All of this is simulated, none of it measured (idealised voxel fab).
Documented hereafter: the process module known as voxel capacitor over wiring.
Xsec cut, 300 nm wide, square cell size 5 nm.
A cross-section in this document is a grid of square cells, and it is written down as bands, the top band listed before the ones below it; a band is made up of one or more rows of cells.
Each band's line starts with the height of the band's top and of its bottom, in nm. Then come its materials from left to right, each with its width in nm. One material with "all across" fills the band from edge to edge. "air" is empty space.
Height datum 0, below which the as-received substrate wafer is one material. Lowest band open at the bottom, running downward: "0..down".
Per-row width for "30 to 40": begins at first number (top row of band), ends at second number (bottom row), increment between rows held constant.
It should be understood that the words "nothing was modified", when stated for a given step, signify that the cross-section underwent no change in any of its cells during that step.
The label "Trapped void list" introduces a list of the empty spaces, 8 cells or larger, that have no open way up to the top; each entry in it reads width x height at distance, where the distance is taken from the left edge and all three are stated in nm.
Formally, on a step line, whatever follows the settings is a remark that the simulator itself makes on the step.
"overlay nm" answers the question of how far to the right of plan the mask lay on a step that has a mask, and when it is negative the answer is to the left.
Each pair of cross-sections that follows straddles one process step: the one shows the state before the step, the other the state after it, down to the lowest band that changed and no further. The step in question, and its settings, are given under the pair. Note that a pair is not necessarily a continuation of the pair above it, since pairs can come from different runs of this module on the same starting wafer; it is a continuation only where its entry headed "Before processing step" says so.

Before processing step:
> 0..down  Si all across
> Trapped void list: none

after:
> 15..0  SiO2 all across
> Rest of section, below 0: as before.
> Trapped void list: none
Between the two cross-sections shown above lies CONFORMAL_DEP with material SiO2, thk nm 15

Before processing step: the wafer arrives at this step looking as the after cross-section in the pair just above shows it.

after:
> 20..15  SiN all across
> Rest of section, below 15: as before.
> Trapped void list: none
Between the two cross-sections shown above lies CONFORMAL_DEP with material SiN, thk nm 5

Before processing step: the wafer arrives at this step looking as the after cross-section in the pair just above shows it.

after:
> 40..20  lowk all across
> Rest of section, below 20: as before.
> Trapped void list: none
Between the two cross-sections shown above lies DIRECTIONAL_DEP with material lowk, thk nm 20

Before processing step: the wafer arrives at this step looking as the after cross-section in the pair just above shows it.

after:
> 60..40  resist (95), air (20), resist (70), air (20), resist (95)
> Rest of section, below 40: as before.
> Trapped void list: none
Between the two cross-sections shown above lies PATTERN with tone open, mask id METAL_1, material resist, width nm 20, pitch nm 90, thk nm 20, overlay nm 0

Before processing step: the wafer arrives at this step looking as the after cross-section in the pair just above shows it.

after:
> 60..40  resist (95), air (20), resist (70), air (20), resist (95)
> 40..20  lowk (95), air (20), lowk (70), air (20), lowk (95)
> Rest of section, below 20: as before.
> Trapped void list: none
Between the two cross-sections shown above lies DIRECTIONAL_ETCH with etch materials lowk, depth nm 20

Before processing step: the wafer arrives at this step looking as the after cross-section in the pair just above shows it.

after:
> 60..40  resist (95), air (20), resist (70), air (20), resist (95)
> 40..20  lowk (95), air (20), lowk (70), air (20), lowk (95)
> 20..15  SiN (95), air (20), SiN (70), air (20), SiN (95)
> Rest of section, below 15: as before.
> Trapped void list: none
Between the two cross-sections shown above lies DIRECTIONAL_ETCH with etch materials SiN, depth nm 5

Before processing step: the wafer arrives at this step looking as the after cross-section in the pair just above shows it.

after:
> 40..20  lowk (95), air (20), lowk (70), air (20), lowk (95)
> Rest of section, below 20: as before.
> Trapped void list: none
Between the two cross-sections shown above lies STRIP with etch materials resist

Before processing step: the wafer arrives at this step looking as the after cross-section in the pair just above shows it.

after:
> 45..40  TiN (100), air (10), TiN (80), air (10), TiN (100)
> 40..20  lowk (95), TiN (5), air (10), TiN (5), lowk (70), TiN (5), air (10), TiN (5), lowk (95)
> 20..15  SiN (95), TiN (20), SiN (70), TiN (20), SiN (95)
> Rest of section, below 15: as before.
> Trapped void list: none
Between the two cross-sections shown above lies CONFORMAL_DEP with material TiN, thk nm 5

Before processing step: the wafer arrives at this step looking as the after cross-section in the pair just above shows it.

after:
> 50..45  Cu all across
> 45..40  TiN (100), Cu (10), TiN (80), Cu (10), TiN (100)
> 40..20  lowk (95), TiN (5), Cu (10), TiN (5), lowk (70), TiN (5), Cu (10), TiN (5), lowk (95)
> Rest of section, below 20: as before.
> Trapped void list: none
Between the two cross-sections shown above lies FILL_DEP with material Cu, thk nm 5

Before processing step: the wafer arrives at this step looking as the after cross-section in the pair just above shows it.

after:
> 40..20  lowk (95), TiN (5), Cu (10), TiN (5), lowk (70), TiN (5), Cu (10), TiN (5), lowk (95)
> Rest of section, below 20: as before.
> Trapped void list: none
Between the two cross-sections shown above lies CMP with height nm 40

Before processing step: the wafer arrives at this step looking as the after cross-section in the pair just above shows it.

after:
> 45..40  SiCN all across
> Rest of section, below 40: as before.
> Trapped void list: none
Between the two cross-sections shown above lies CONFORMAL_DEP with material SiCN, thk nm 5

Before processing step: the wafer arrives at this step looking as the after cross-section in the pair just above shows it.

after:
> 65..45  lowk all across
> Rest of section, below 45: as before.
> Trapped void list: none
Between the two cross-sections shown above lies DIRECTIONAL_DEP with material lowk, thk nm 20

Before processing step: the wafer arrives at this step looking as the after cross-section in the pair just above shows it.

after:
> 85..65  resist (100), air (15), resist (185)
> Rest of section, below 65: as before.
> Trapped void list: none
Between the two cross-sections shown above lies PATTERN with tone open, mask id PLUG_1, material resist, width nm 15, thk nm 20, overlay nm 0

Before processing step: the wafer arrives at this step looking as the after cross-section in the pair just above shows it.

after:
> 85..65  resist (100), air (15), resist (185)
> 65..45  lowk (100), air (15), lowk (185)
> Rest of section, below 45: as before.
> Trapped void list: none
Between the two cross-sections shown above lies DIRECTIONAL_ETCH with etch materials lowk, depth nm 20

Before processing step: the wafer arrives at this step looking as the after cross-section in the pair just above shows it.

after:
> 85..65  resist (100), air (15), resist (185)
> 65..45  lowk (100), air (15), lowk (185)
> 45..40  SiCN (100), air (15), SiCN (185)
> Rest of section, below 40: as before.
> Trapped void list: none
Between the two cross-sections shown above lies DIRECTIONAL_ETCH with etch materials SiCN, depth nm 5

Before processing step: the wafer arrives at this step looking as the after cross-section in the pair just above shows it.

after:
> 65..45  lowk (100), air (15), lowk (185)
> Rest of section, below 45: as before.
> Trapped void list: none
Between the two cross-sections shown above lies STRIP with etch materials resist

Before processing step: the wafer arrives at this step looking as the after cross-section in the pair just above shows it.

after:
> 70..65  TiN (105), air (5), TiN (190)
> 65..45  lowk (100), TiN (5), air (5), TiN (5), lowk (185)
> 45..40  SiCN (100), TiN (15), SiCN (185)
> Rest of section, below 40: as before.
> Trapped void list: none
Between the two cross-sections shown above lies CONFORMAL_DEP with material TiN, thk nm 5

Before processing step: the wafer arrives at this step looking as the after cross-section in the pair just above shows it.

after:
> 80..70  Ru all across
> 70..65  TiN (105), Ru (5), TiN (190)
> 65..45  lowk (100), TiN (5), Ru (5), TiN (5), lowk (185)
> Rest of section, below 45: as before.
> Trapped void list: none
Between the two cross-sections shown above lies FILL_DEP with material Ru, thk nm 10

Before processing step: the wafer arrives at this step looking as the after cross-section in the pair just above shows it.

after:
> 65..45  lowk (100), TiN (5), Ru (5), TiN (5), lowk (185)
> Rest of section, below 45: as before.
> Trapped void list: none
Between the two cross-sections shown above lies CMP with height nm 65

Before processing step: the wafer arrives at this step looking as the after cross-section in the pair just above shows it.

after:
> 70..65  TiN all across
> Rest of section, below 65: as before.
> Trapped void list: none
Between the two cross-sections shown above lies DIRECTIONAL_DEP with material TiN, thk nm 5

Before processing step: the wafer arrives at this step looking as the after cross-section in the pair just above shows it.

after:
> 75..70  HfO2 all across
> Rest of section, below 70: as before.
> Trapped void list: none
Between the two cross-sections shown above lies DIRECTIONAL_DEP with material HfO2, thk nm 5

Before processing step: the wafer arrives at this step looking as the after cross-section in the pair just above shows it.

after:
> 80..75  TiN all across
> Rest of section, below 75: as before.
> Trapped void list: none
Between the two cross-sections shown above lies DIRECTIONAL_DEP with material TiN, thk nm 5

Before processing step: the wafer arrives at this step looking as the after cross-section in the pair just above shows it.

after:
> 95..80  aC all across
> Rest of section, below 80: as before.
> Trapped void list: none
Between the two cross-sections shown above lies DIRECTIONAL_DEP with material aC, thk nm 15

Before processing step: the wafer arrives at this step looking as the after cross-section in the pair just above shows it.

after:
> 130..95  air (100), resist (75), air (125)
> Rest of section, below 95: as before.
> Trapped void list: none
Between the two cross-sections shown above lies PATTERN with tone cover, mask id UPPER_PLATE, material resist, width nm 75, thk nm 35, overlay nm 0

Before processing step: the wafer arrives at this step looking as the after cross-section in the pair just above shows it.

after:
> 115..95  air (100), resist (75), air (125)
> 95..80  air (100), aC (75), air (125)
> Rest of section, below 80: as before.
> Trapped void list: none
Between the two cross-sections shown above lies DIRECTIONAL_ETCH with etch materials aC, depth nm 15

Before processing step: the wafer arrives at this step looking as the after cross-section in the pair just above shows it.

after:
> 95..80  air (100), aC (75), air (125)
> Rest of section, below 80: as before.
> Trapped void list: none
Between the two cross-sections shown above lies STRIP with etch materials resist

Before processing step: the wafer arrives at this step looking as the after cross-section in the pair just above shows it.

after:
> 95..80  air (100), aC (75), air (125)
> 80..75  air (100), TiN (75), air (125)
> Rest of section, below 75: as before.
> Trapped void list: none
Between the two cross-sections shown above lies DIRECTIONAL_ETCH with etch materials TiN, depth nm 5

Before processing step: the wafer arrives at this step looking as the after cross-section in the pair just above shows it.

after:
> 95..80  air (100), aC (75), air (125)
> 80..75  air (100), TiN (75), air (125)
> 75..70  air (100), HfO2 (75), air (125)
> Rest of section, below 70: as before.
> Trapped void list: none
Between the two cross-sections shown above lies DIRECTIONAL_ETCH with etch materials HfO2, depth nm 5

Before processing step: the wafer arrives at this step looking as the after cross-section in the pair just above shows it.

after:
> 80..75  air (100), TiN (75), air (125)
> Rest of section, below 75: as before.
> Trapped void list: none
Between the two cross-sections shown above lies STRIP with etch materials aC

Before processing step: the wafer arrives at this step looking as the after cross-section in the pair just above shows it.

after:
> 80..75  air (100), TiN (75), air (125)
> 75..70  air (100), HfO2 (75), air (125)
> 70..65  air (95), TiN (85), air (120)
> Rest of section, below 65: as before.
> Trapped void list: none
Between the two cross-sections shown above lies MASKED_ETCH with tone cover, mask id LOWER_PLATE, width nm 85, etch materials TiN, depth nm 5, overlay nm 0

Before processing step: the wafer arrives at this step looking as the after cross-section in the pair just above shows it.

after:
> 95..80  SiO2 all across
> 80..75  SiO2 (100), TiN (75), SiO2 (125)
> 75..70  SiO2 (100), HfO2 (75), SiO2 (125)
> 70..65  SiO2 (95), TiN (85), SiO2 (120)
> Rest of section, below 65: as before.
> Trapped void list: none
Between the two cross-sections shown above lies FILL_DEP with material SiO2, thk nm 15

Before processing step: the wafer arrives at this step looking as the after cross-section in the pair just above shows it.

after:
> 90..80  SiO2 all across
> Rest of section, below 80: as before.
> Trapped void list: none
Between the two cross-sections shown above lies CMP with height nm 90

Before processing step: the wafer arrives at this step looking as the after cross-section in the pair just above shows it.

after:
> 90..80  SiO2 (110), air (15), SiO2 (175)
> Rest of section, below 80: as before.
> Trapped void list: none
Between the two cross-sections shown above lies MASKED_ETCH with tone open, mask id PLUG_2, width nm 15, etch materials SiO2, depth nm 10, overlay nm 0

Before processing step: the wafer arrives at this step looking as the after cross-section in the pair just above shows it.

after:
> 95..90  TiN (115), air (5), TiN (180)
> 90..85  SiO2 (110), TiN (5), air (5), TiN (5), SiO2 (175)
> 85..75  SiO2 (110 to 100), TiN (15 to 75), SiO2 (175 to 125)
> Rest of section, below 75: as before.
> Trapped void list: none
Between the two cross-sections shown above lies CONFORMAL_DEP with material TiN, thk nm 5

Before processing step: the wafer arrives at this step looking as the after cross-section in the pair just above shows it.

after:
> 105..95  Cu all across
> 95..90  TiN (115), Cu (5), TiN (180)
> 90..85  SiO2 (110), TiN (5), Cu (5), TiN (5), SiO2 (175)
> Rest of section, below 85: as before.
> Trapped void list: none
Between the two cross-sections shown above lies FILL_DEP with material Cu, thk nm 10

Before processing step: the wafer arrives at this step looking as the after cross-section in the pair just above shows it.

after:
> 90..85  SiO2 (110), TiN (5), Cu (5), TiN (5), SiO2 (175)
> Rest of section, below 85: as before.
> Trapped void list: none
Between the two cross-sections shown above lies CMP with height nm 90

Before processing step: the wafer arrives at this step looking as the after cross-section in the pair just above shows it.

after:
> 95..90  SiCN all across
> Rest of section, below 90: as before.
> Trapped void list: none
Between the two cross-sections shown above lies CONFORMAL_DEP with material SiCN, thk nm 5

Before processing step:
> 15..0  SiO2 all across
> 0..down  Si all across
> Trapped void list: none

after:
> 35..15  lowk all across
> Rest of section, below 15: as before.
> Trapped void list: none
Between the two cross-sections shown above lies DIRECTIONAL_DEP with material lowk, thk nm 20

Before processing step: the wafer arrives at this step looking as the after cross-section in the pair just above shows it.

after:
> 55..35  resist (95), air (20), resist (70), air (20), resist (95)
> Rest of section, below 35: as before.
> Trapped void list: none
Between the two cross-sections shown above lies PATTERN with tone open, mask id METAL_1, material resist, width nm 20, pitch nm 90, thk nm 20, overlay nm 0

Before processing step: the wafer arrives at this step looking as the after cross-section in the pair just above shows it.

after:
> 55..35  resist (95), air (20), resist (70), air (20), resist (95)
> 35..15  lowk (95), air (20), lowk (70), air (20), lowk (95)
> Rest of section, below 15: as before.
> Trapped void list: none
Between the two cross-sections shown above lies DIRECTIONAL_ETCH with etch materials lowk, depth nm 20

Before processing step: the wafer arrives at this step looking as the after cross-section in the pair just above shows it.

after:
> 35..15  lowk (95), air (20), lowk (70), air (20), lowk (95)
> Rest of section, below 15: as before.
> Trapped void list: none
Between the two cross-sections shown above lies STRIP with etch materials resist

Before processing step: the wafer arrives at this step looking as the after cross-section in the pair just above shows it.

after:
> 40..35  TiN (100), air (10), TiN (80), air (10), TiN (100)
> 35..20  lowk (95), TiN (5), air (10), TiN (5), lowk (70), TiN (5), air (10), TiN (5), lowk (95)
> 20..15  lowk (95), TiN (20), lowk (70), TiN (20), lowk (95)
> Rest of section, below 15: as before.
> Trapped void list: none
Between the two cross-sections shown above lies CONFORMAL_DEP with material TiN, thk nm 5

Before processing step: the wafer arrives at this step looking as the after cross-section in the pair just above shows it.

after:
> 45..40  Cu all across
> 40..35  TiN (100), Cu (10), TiN (80), Cu (10), TiN (100)
> 35..20  lowk (95), TiN (5), Cu (10), TiN (5), lowk (70), TiN (5), Cu (10), TiN (5), lowk (95)
> Rest of section, below 20: as before.
> Trapped void list: none
Between the two cross-sections shown above lies FILL_DEP with material Cu, thk nm 5

Before processing step: the wafer arrives at this step looking as the after cross-section in the pair just above shows it.

after:
> 40..35  TiN (100), Cu (10), TiN (80), Cu (10), TiN (100)
> Rest of section, below 35: as before.
> Trapped void list: none
Between the two cross-sections shown above lies CMP with height nm 40

Before processing step: the wafer arrives at this step looking as the after cross-section in the pair just above shows it.

after:
> 45..40  SiCN all across
> Rest of section, below 40: as before.
> Trapped void list: none
Between the two cross-sections shown above lies CONFORMAL_DEP with material SiCN, thk nm 5

Before processing step: the wafer arrives at this step looking as the after cross-section in the pair just above shows it.

after:
> 65..45  lowk all across
> Rest of section, below 45: as before.
> Trapped void list: none
Between the two cross-sections shown above lies DIRECTIONAL_DEP with material lowk, thk nm 20

Before processing step: the wafer arrives at this step looking as the after cross-section in the pair just above shows it.

after:
> 85..65  resist (100), air (15), resist (185)
> Rest of section, below 65: as before.
> Trapped void list: none
Between the two cross-sections shown above lies PATTERN with tone open, mask id PLUG_1, material resist, width nm 15, thk nm 20, overlay nm 0

Before processing step: the wafer arrives at this step looking as the after cross-section in the pair just above shows it.

after:
> 85..65  resist (100), air (15), resist (185)
> 65..45  lowk (100), air (15), lowk (185)
> Rest of section, below 45: as before.
> Trapped void list: none
Between the two cross-sections shown above lies DIRECTIONAL_ETCH with etch materials lowk, depth nm 20

Before processing step: the wafer arrives at this step looking as the after cross-section in the pair just above shows it.

after:
> 85..65  resist (100), air (15), resist (185)
> 65..45  lowk (100), air (15), lowk (185)
> 45..40  SiCN (100), air (15), SiCN (185)
> Rest of section, below 40: as before.
> Trapped void list: none
Between the two cross-sections shown above lies DIRECTIONAL_ETCH with etch materials SiCN, depth nm 5

Before processing step: the wafer arrives at this step looking as the after cross-section in the pair just above shows it.

after:
> 65..45  lowk (100), air (15), lowk (185)
> Rest of section, below 45: as before.
> Trapped void list: none
Between the two cross-sections shown above lies STRIP with etch materials resist

Before processing step: the wafer arrives at this step looking as the after cross-section in the pair just above shows it.

after:
> 70..65  TiN (105), air (5), TiN (190)
> 65..45  lowk (100), TiN (5), air (5), TiN (5), lowk (185)
> 45..40  SiCN (100), TiN (15), SiCN (185)
> Rest of section, below 40: as before.
> Trapped void list: none
Between the two cross-sections shown above lies CONFORMAL_DEP with material TiN, thk nm 5

Before processing step: the wafer arrives at this step looking as the after cross-section in the pair just above shows it.

after:
> 80..70  Ru all across
> 70..65  TiN (105), Ru (5), TiN (190)
> 65..45  lowk (100), TiN (5), Ru (5), TiN (5), lowk (185)
> Rest of section, below 45: as before.
> Trapped void list: none
Between the two cross-sections shown above lies FILL_DEP with material Ru, thk nm 10

Before processing step: the wafer arrives at this step looking as the after cross-section in the pair just above shows it.

after:
> 65..45  lowk (100), TiN (5), Ru (5), TiN (5), lowk (185)
> Rest of section, below 45: as before.
> Trapped void list: none
Between the two cross-sections shown above lies CMP with height nm 65

Before processing step: the wafer arrives at this step looking as the after cross-section in the pair just above shows it.

after:
> 70..65  TiN all across
> Rest of section, below 65: as before.
> Trapped void list: none
Between the two cross-sections shown above lies DIRECTIONAL_DEP with material TiN, thk nm 5

Before processing step: the wafer arrives at this step looking as the after cross-section in the pair just above shows it.

after:
> 75..70  HfO2 all across
> Rest of section, below 70: as before.
> Trapped void list: none
Between the two cross-sections shown above lies DIRECTIONAL_DEP with material HfO2, thk nm 5

Before processing step: the wafer arrives at this step looking as the after cross-section in the pair just above shows it.

after:
> 80..75  TiN all across
> Rest of section, below 75: as before.
> Trapped void list: none
Between the two cross-sections shown above lies DIRECTIONAL_DEP with material TiN, thk nm 5

Before processing step: the wafer arrives at this step looking as the after cross-section in the pair just above shows it.

after:
> 95..80  aC all across
> Rest of section, below 80: as before.
> Trapped void list: none
Between the two cross-sections shown above lies DIRECTIONAL_DEP with material aC, thk nm 15

Before processing step: the wafer arrives at this step looking as the after cross-section in the pair just above shows it.

after:
> 130..95  air (100), resist (75), air (125)
> Rest of section, below 95: as before.
> Trapped void list: none
Between the two cross-sections shown above lies PATTERN with tone cover, mask id UPPER_PLATE, material resist, width nm 75, thk nm 35, overlay nm 0

Before processing step: the wafer arrives at this step looking as the after cross-section in the pair just above shows it.

after:
> 115..95  air (100), resist (75), air (125)
> 95..80  air (100), aC (75), air (125)
> Rest of section, below 80: as before.
> Trapped void list: none
Between the two cross-sections shown above lies DIRECTIONAL_ETCH with etch materials aC, depth nm 15

Before processing step: the wafer arrives at this step looking as the after cross-section in the pair just above shows it.

after:
> 95..80  air (100), aC (75), air (125)
> Rest of section, below 80: as before.
> Trapped void list: none
Between the two cross-sections shown above lies STRIP with etch materials resist

Before processing step: the wafer arrives at this step looking as the after cross-section in the pair just above shows it.

after:
> 95..80  air (100), aC (75), air (125)
> 80..75  air (100), TiN (75), air (125)
> Rest of section, below 75: as before.
> Trapped void list: none
Between the two cross-sections shown above lies DIRECTIONAL_ETCH with etch materials TiN, depth nm 5

Before processing step: the wafer arrives at this step looking as the after cross-section in the pair just above shows it.

after:
> 95..80  air (100), aC (75), air (125)
> 80..75  air (100), TiN (75), air (125)
> 75..70  air (100), HfO2 (75), air (125)
> Rest of section, below 70: as before.
> Trapped void list: none
Between the two cross-sections shown above lies DIRECTIONAL_ETCH with etch materials HfO2, depth nm 5

Before processing step: the wafer arrives at this step looking as the after cross-section in the pair just above shows it.

after:
> 80..75  air (100), TiN (75), air (125)
> Rest of section, below 75: as before.
> Trapped void list: none
Between the two cross-sections shown above lies STRIP with etch materials aC

Before processing step: the wafer arrives at this step looking as the after cross-section in the pair just above shows it.

after:
> 80..75  air (100), TiN (75), air (125)
> 75..70  air (100), HfO2 (75), air (125)
> 70..65  air (95), TiN (85), air (120)
> Rest of section, below 65: as before.
> Trapped void list: none
Between the two cross-sections shown above lies MASKED_ETCH with tone cover, mask id LOWER_PLATE, width nm 85, etch materials TiN, depth nm 5, overlay nm 0

Before processing step: the wafer arrives at this step looking as the after cross-section in the pair just above shows it.

after:
> 95..80  SiO2 all across
> 80..75  SiO2 (100), TiN (75), SiO2 (125)
> 75..70  SiO2 (100), HfO2 (75), SiO2 (125)
> 70..65  SiO2 (95), TiN (85), SiO2 (120)
> Rest of section, below 65: as before.
> Trapped void list: none
Between the two cross-sections shown above lies FILL_DEP with material SiO2, thk nm 15

Before processing step: the wafer arrives at this step looking as the after cross-section in the pair just above shows it.

after:
> 90..80  SiO2 all across
> Rest of section, below 80: as before.
> Trapped void list: none
Between the two cross-sections shown above lies CMP with height nm 90

Before processing step: the wafer arrives at this step looking as the after cross-section in the pair just above shows it.

after:
> 90..80  SiO2 (110), air (15), SiO2 (175)
> Rest of section, below 80: as before.
> Trapped void list: none
Between the two cross-sections shown above lies MASKED_ETCH with tone open, mask id PLUG_2, width nm 15, etch materials SiO2, depth nm 10, overlay nm 0

Before processing step: the wafer arrives at this step looking as the after cross-section in the pair just above shows it.

after:
> 95..90  TiN (115), air (5), TiN (180)
> 90..85  SiO2 (110), TiN (5), air (5), TiN (5), SiO2 (175)
> 85..75  SiO2 (110 to 100), TiN (15 to 75), SiO2 (175 to 125)
> Rest of section, below 75: as before.
> Trapped void list: none
Between the two cross-sections shown above lies CONFORMAL_DEP with material TiN, thk nm 5

Before processing step: the wafer arrives at this step looking as the after cross-section in the pair just above shows it.

after:
> 105..95  Cu all across
> 95..90  TiN (115), Cu (5), TiN (180)
> 90..85  SiO2 (110), TiN (5), Cu (5), TiN (5), SiO2 (175)
> Rest of section, below 85: as before.
> Trapped void list: none
Between the two cross-sections shown above lies FILL_DEP with material Cu, thk nm 10

Before processing step: the wafer arrives at this step looking as the after cross-section in the pair just above shows it.

after:
> 90..85  SiO2 (110), TiN (5), Cu (5), TiN (5), SiO2 (175)
> Rest of section, below 85: as before.
> Trapped void list: none
Between the two cross-sections shown above lies CMP with height nm 90

Before processing step: the wafer arrives at this step looking as the after cross-section in the pair just above shows it.

after:
> 95..90  SiCN all across
> Rest of section, below 90: as before.
> Trapped void list: none
Between the two cross-sections shown above lies CONFORMAL_DEP with material SiCN, thk nm 5

Before processing step:
> 15..0  SiO2 all across
> 0..down  Si all across
> Trapped void list: none

after:
> 30..0  SiO2 all across
> Rest of section, below 0: as before.
> Trapped void list: none
Between the two cross-sections shown above lies CONFORMAL_DEP with material SiO2, thk nm 15

Before processing step: the wafer arrives at this step looking as the after cross-section in the pair just above shows it.

after:
> 35..30  SiN all across
> Rest of section, below 30: as before.
> Trapped void list: none
Between the two cross-sections shown above lies CONFORMAL_DEP with material SiN, thk nm 5

Before processing step: the wafer arrives at this step looking as the after cross-section in the pair just above shows it.

after:
> 55..35  lowk all across
> Rest of section, below 35: as before.
> Trapped void list: none
Between the two cross-sections shown above lies DIRECTIONAL_DEP with material lowk, thk nm 20

Before processing step: the wafer arrives at this step looking as the after cross-section in the pair just above shows it.

after:
> 75..55  resist (95), air (20), resist (70), air (20), resist (95)
> Rest of section, below 55: as before.
> Trapped void list: none
Between the two cross-sections shown above lies PATTERN with tone open, mask id METAL_1, material resist, width nm 20, pitch nm 90, thk nm 20, overlay nm 0

Before processing step: the wafer arrives at this step looking as the after cross-section in the pair just above shows it.

after:
> 75..55  resist (95), air (20), resist (70), air (20), resist (95)
> 55..35  lowk (95), air (20), lowk (70), air (20), lowk (95)
> Rest of section, below 35: as before.
> Trapped void list: none
Between the two cross-sections shown above lies DIRECTIONAL_ETCH with etch materials lowk, depth nm 20

Before processing step: the wafer arrives at this step looking as the after cross-section in the pair just above shows it.

after:
> 75..55  resist (95), air (20), resist (70), air (20), resist (95)
> 55..35  lowk (95), air (20), lowk (70), air (20), lowk (95)
> 35..30  SiN (95), air (20), SiN (70), air (20), SiN (95)
> Rest of section, below 30: as before.
> Trapped void list: none
Between the two cross-sections shown above lies DIRECTIONAL_ETCH with etch materials SiN, depth nm 5

Before processing step: the wafer arrives at this step looking as the after cross-section in the pair just above shows it.

after:
> 55..35  lowk (95), air (20), lowk (70), air (20), lowk (95)
> Rest of section, below 35: as before.
> Trapped void list: none
Between the two cross-sections shown above lies STRIP with etch materials resist

Before processing step: the wafer arrives at this step looking as the after cross-section in the pair just above shows it.

after:
> 60..55  TiN (100), air (10), TiN (80), air (10), TiN (100)
> 55..35  lowk (95), TiN (5), air (10), TiN (5), lowk (70), TiN (5), air (10), TiN (5), lowk (95)
> 35..30  SiN (95), TiN (20), SiN (70), TiN (20), SiN (95)
> Rest of section, below 30: as before.
> Trapped void list: none
Between the two cross-sections shown above lies CONFORMAL_DEP with material TiN, thk nm 5

Before processing step: the wafer arrives at this step looking as the after cross-section in the pair just above shows it.

after:
> 65..60  Cu all across
> 60..55  TiN (100), Cu (10), TiN (80), Cu (10), TiN (100)
> 55..35  lowk (95), TiN (5), Cu (10), TiN (5), lowk (70), TiN (5), Cu (10), TiN (5), lowk (95)
> Rest of section, below 35: as before.
> Trapped void list: none
Between the two cross-sections shown above lies FILL_DEP with material Cu, thk nm 5

Before processing step: the wafer arrives at this step looking as the after cross-section in the pair just above shows it.

after:
> 40..35  lowk (95), TiN (5), Cu (10), TiN (5), lowk (70), TiN (5), Cu (10), TiN (5), lowk (95)
> Rest of section, below 35: as before.
> Trapped void list: none
Between the two cross-sections shown above lies CMP with height nm 40

Before processing step: the wafer arrives at this step looking as the after cross-section in the pair just above shows it.

after:
> 45..40  SiCN all across
> Rest of section, below 40: as before.
> Trapped void list: none
Between the two cross-sections shown above lies CONFORMAL_DEP with material SiCN, thk nm 5

Before processing step: the wafer arrives at this step looking as the after cross-section in the pair just above shows it.

after:
> 65..45  lowk all across
> Rest of section, below 45: as before.
> Trapped void list: none
Between the two cross-sections shown above lies DIRECTIONAL_DEP with material lowk, thk nm 20

Before processing step: the wafer arrives at this step looking as the after cross-section in the pair just above shows it.

after:
> 85..65  resist (100), air (15), resist (185)
> Rest of section, below 65: as before.
> Trapped void list: none
Between the two cross-sections shown above lies PATTERN with tone open, mask id PLUG_1, material resist, width nm 15, thk nm 20, overlay nm 0

Before processing step: the wafer arrives at this step looking as the after cross-section in the pair just above shows it.

after:
> 85..65  resist (100), air (15), resist (185)
> 65..45  lowk (100), air (15), lowk (185)
> Rest of section, below 45: as before.
> Trapped void list: none
Between the two cross-sections shown above lies DIRECTIONAL_ETCH with etch materials lowk, depth nm 20

Before processing step: the wafer arrives at this step looking as the after cross-section in the pair just above shows it.

after:
> 85..65  resist (100), air (15), resist (185)
> 65..45  lowk (100), air (15), lowk (185)
> 45..40  SiCN (100), air (15), SiCN (185)
> Rest of section, below 40: as before.
> Trapped void list: none
Between the two cross-sections shown above lies DIRECTIONAL_ETCH with etch materials SiCN, depth nm 5

Before processing step: the wafer arrives at this step looking as the after cross-section in the pair just above shows it.

after:
> 65..45  lowk (100), air (15), lowk (185)
> Rest of section, below 45: as before.
> Trapped void list: none
Between the two cross-sections shown above lies STRIP with etch materials resist

Before processing step: the wafer arrives at this step looking as the after cross-section in the pair just above shows it.

after:
> 70..65  TiN (105), air (5), TiN (190)
> 65..45  lowk (100), TiN (5), air (5), TiN (5), lowk (185)
> 45..40  SiCN (100), TiN (15), SiCN (185)
> Rest of section, below 40: as before.
> Trapped void list: none
Between the two cross-sections shown above lies CONFORMAL_DEP with material TiN, thk nm 5

Before processing step: the wafer arrives at this step looking as the after cross-section in the pair just above shows it.

after:
> 80..70  Ru all across
> 70..65  TiN (105), Ru (5), TiN (190)
> 65..45  lowk (100), TiN (5), Ru (5), TiN (5), lowk (185)
> Rest of section, below 45: as before.
> Trapped void list: none
Between the two cross-sections shown above lies FILL_DEP with material Ru, thk nm 10

Before processing step: the wafer arrives at this step looking as the after cross-section in the pair just above shows it.

after:
> 65..45  lowk (100), TiN (5), Ru (5), TiN (5), lowk (185)
> Rest of section, below 45: as before.
> Trapped void list: none
Between the two cross-sections shown above lies CMP with height nm 65

Before processing step: the wafer arrives at this step looking as the after cross-section in the pair just above shows it.

after:
> 70..65  TiN all across
> Rest of section, below 65: as before.
> Trapped void list: none
Between the two cross-sections shown above lies DIRECTIONAL_DEP with material TiN, thk nm 5

Before processing step: the wafer arrives at this step looking as the after cross-section in the pair just above shows it.

after:
> 75..70  HfO2 all across
> Rest of section, below 70: as before.
> Trapped void list: none
Between the two cross-sections shown above lies DIRECTIONAL_DEP with material HfO2, thk nm 5

Before processing step: the wafer arrives at this step looking as the after cross-section in the pair just above shows it.

after:
> 80..75  TiN all across
> Rest of section, below 75: as before.
> Trapped void list: none
Between the two cross-sections shown above lies DIRECTIONAL_DEP with material TiN, thk nm 5

Before processing step: the wafer arrives at this step looking as the after cross-section in the pair just above shows it.

after:
> 95..80  aC all across
> Rest of section, below 80: as before.
> Trapped void list: none
Between the two cross-sections shown above lies DIRECTIONAL_DEP with material aC, thk nm 15

Before processing step: the wafer arrives at this step looking as the after cross-section in the pair just above shows it.

after:
> 130..95  air (100), resist (75), air (125)
> Rest of section, below 95: as before.
> Trapped void list: none
Between the two cross-sections shown above lies PATTERN with tone cover, mask id UPPER_PLATE, material resist, width nm 75, thk nm 35, overlay nm 0

Before processing step: the wafer arrives at this step looking as the after cross-section in the pair just above shows it.

after:
> 115..95  air (100), resist (75), air (125)
> 95..80  air (100), aC (75), air (125)
> Rest of section, below 80: as before.
> Trapped void list: none
Between the two cross-sections shown above lies DIRECTIONAL_ETCH with etch materials aC, depth nm 15

Before processing step: the wafer arrives at this step looking as the after cross-section in the pair just above shows it.

after:
> 95..80  air (100), aC (75), air (125)
> Rest of section, below 80: as before.
> Trapped void list: none
Between the two cross-sections shown above lies STRIP with etch materials resist

Before processing step: the wafer arrives at this step looking as the after cross-section in the pair just above shows it.

after:
> 95..80  air (100), aC (75), air (125)
> 80..75  air (100), TiN (75), air (125)
> Rest of section, below 75: as before.
> Trapped void list: none
Between the two cross-sections shown above lies DIRECTIONAL_ETCH with etch materials TiN, depth nm 5
